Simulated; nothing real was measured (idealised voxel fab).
process module | voxel self aligned vias
cross-section cut | 265 nm wide | cells 5 nm
A cross-section is a grid of square cells, given in bands from the top down. A band is one or more rows of cells.
Each band's line starts with the height of the band's top and of its bottom, in nm. Then come its materials from left to right, each with its width in nm. One material with "throughout" fills the band from edge to edge. "air" is empty space.
Height 0 is the level under which the wafer as received is all one material. The lowest band goes on downwards, as in "0 down".
A width such as "30 to 40" changes by the same amount from each row of cells to the next, from the band's top row to its bottom row.
"no change" after a step means that no cell of the cross-section changed.
closed voids: empty space of 8 cells or more with no open way to the top, each as width x height at its distance from the left edge, in nm
after a step's settings: what the simulator itself notes on the step
overlay nm, on a step with a mask: how far to the right of its planned place the mask lay; to the left if negative
plan
1 op RECEIVE | material Si
2 op CONFORMAL_DEP | material SiO2 | thk nm 15
3 op CONFORMAL_DEP | material SiCN | thk nm 5
4 op DIRECTIONAL_DEP | material lowk | thk nm 30
5 op MASKED_ETCH | tone open | mask id LINES | width nm 25 | pitch nm 75 | etch materials lowk | depth nm 30 | overlay nm 0
6 op CONFORMAL_DEP | material TiN | thk nm 5
7 op FILL_DEP | material Ru | thk nm 10
8 op CMP | height nm 50
9 op SELECTIVE_ETCH | etch materials W Ru TiN | depth nm 5
10 op FILL_DEP | material SiN | thk nm 10
11 op CMP | height nm 50
12 op DIRECTIONAL_DEP | material lowk | thk nm 10
13 op PATTERN | tone open | mask id VIAS | material resist | width nm 45 | thk nm 20 | overlay nm 0
14 op DIRECTIONAL_ETCH | etch materials lowk | depth nm 20
15 op DIRECTIONAL_ETCH | etch materials SiN | depth nm 5
16 op STRIP | etch materials resist
17 op CONFORMAL_DEP | material TiN | thk nm 5
18 op FILL_DEP | material W | thk nm 10
19 op CMP | height nm 70
20 op CONFORMAL_DEP | material SiN | thk nm 5
varied across the wafers: thk nm of step 12. The plan shows the first wafer's value. All wafers start alike
first wafer as received, after step 1
  0 down: Si throughout
  closed voids: none
each wafer at the end: cells of each material gained (+) or lost (-) since it was received, then its closed voids
thk nm 10 | +24 Ru | +53 SiCN | +58 SiN | +159 SiO2 | +89 TiN | +74 W | +338 lowk | closed voids: none
thk nm 15 | +24 Ru | +53 SiCN | +58 SiN | +159 SiO2 | +87 TiN | +28 W | +386 lowk | closed voids: none
thk nm 20 | +24 Ru | +53 SiCN | +58 SiN | +159 SiO2 | +43 TiN | +24 W | +434 lowk | closed voids: none
thk nm 25 | +24 Ru | +53 SiCN | +63 SiN | +159 SiO2 | +39 TiN | +14 W | +443 lowk | closed voids: none
thk nm 30 | +24 Ru | +53 SiCN | +63 SiN | +159 SiO2 | +37 TiN | +7 W | +452 lowk | closed voids: none
thk nm 35 | +24 Ru | +53 SiCN | +63 SiN | +159 SiO2 | +35 TiN | +461 lowk | closed voids: none
